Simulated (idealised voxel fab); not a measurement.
The following process module bears the name voxel double patterning.
The width of the displayed cross-section, cut, is 145 nm; its cells are square, with a size of 5 nm.
Bands, listed from the top down, are how a cross-section gets written in this document; the cross-section itself is a grid of square cells, and a band is one or more rows of them. It is stipulated that each band's entry specify, in nanometres, the height of the top of the band and then that of its bottom, followed by the materials of the band in left-to-right sequence, each together with its width in nanometres. A single material marked by the word "edge to edge" is understood to fill the band from edge to edge; the word "empty" is understood to denote empty space. It should be noted that heights are counted from 0, beneath which the wafer as supplied is of one material throughout, and that the lowest band possesses no lower boundary but continues downward, as written in "0 -> down". With a width like "30..40", each row of cells in the band differs from the next by the same amount, the top row carrying the first number and the bottom row the second. "remained the same" for a step: no cell of the cross-section changed in that step. So "Unvented internal voids" is basically the list of trapped voids: any empty space of 8 cells or more that can't reach the top through an opening. They're written width x height at distance, the distance being from the left edge, and it's all nm. The remark found on a step's line after its settings is issued by the simulator itself and pertains to that step. overlay nm: where the mask lay relative to plan, measured to the right, on steps with a mask; negatives go left.
Process steps foreseen in the plan:
1: RECEIVE | material Si
2: CONFORMAL_DEP | material SiO2 | thk nm 10
3: DIRECTIONAL_DEP | material W | thk nm 15
4: DIRECTIONAL_DEP | material SiN | thk nm 5
5: DIRECTIONAL_DEP | material aC | thk nm 5
6: PATTERN | tone open | mask id FIRST | material resist | width nm 15 | pitch nm 50 | thk nm 30 | overlay nm 0
7: DIRECTIONAL_ETCH | etch materials aC | depth nm 15
8: STRIP | etch materials resist
9: DIRECTIONAL_ETCH | etch materials SiN | depth nm 5
10: STRIP | etch materials aC
11: DIRECTIONAL_DEP | material aC | thk nm 15
12: PATTERN | tone open | mask id SECOND | material resist | width nm 15 | thk nm 30 | overlay nm 0
13: DIRECTIONAL_ETCH | etch materials aC | depth nm 15
14: STRIP | etch materials resist
15: DIRECTIONAL_ETCH | etch materials SiN | depth nm 5
16: STRIP | etch materials aC
17: DIRECTIONAL_ETCH | etch materials W | depth nm 15
18: STRIP | etch materials SiN
Variable across wafers: step 5 thk nm (plan value is that of the first wafer; starting state common to all).
As received, i.e. after step 1: cross-section through the first of several wafers:
  0 -> down = Si edge to edge
  Unvented internal voids: none
Per wafer, end of module: cells gained (+) or lost (-) per material since receipt, then closed voids:
thk nm 5; +58 SiO2; +60 W; Unvented internal voids: none
thk nm 10; +58 SiO2; +60 W; Unvented internal voids: none
thk nm 15; +58 SiO2; +60 W; Unvented internal voids: none
thk nm 20; +58 SiO2; +78 W; Unvented internal voids: none
thk nm 25; +58 SiO2; +78 W; Unvented internal voids: none
thk nm 30; +58 SiO2; +78 W; Unvented internal voids: none
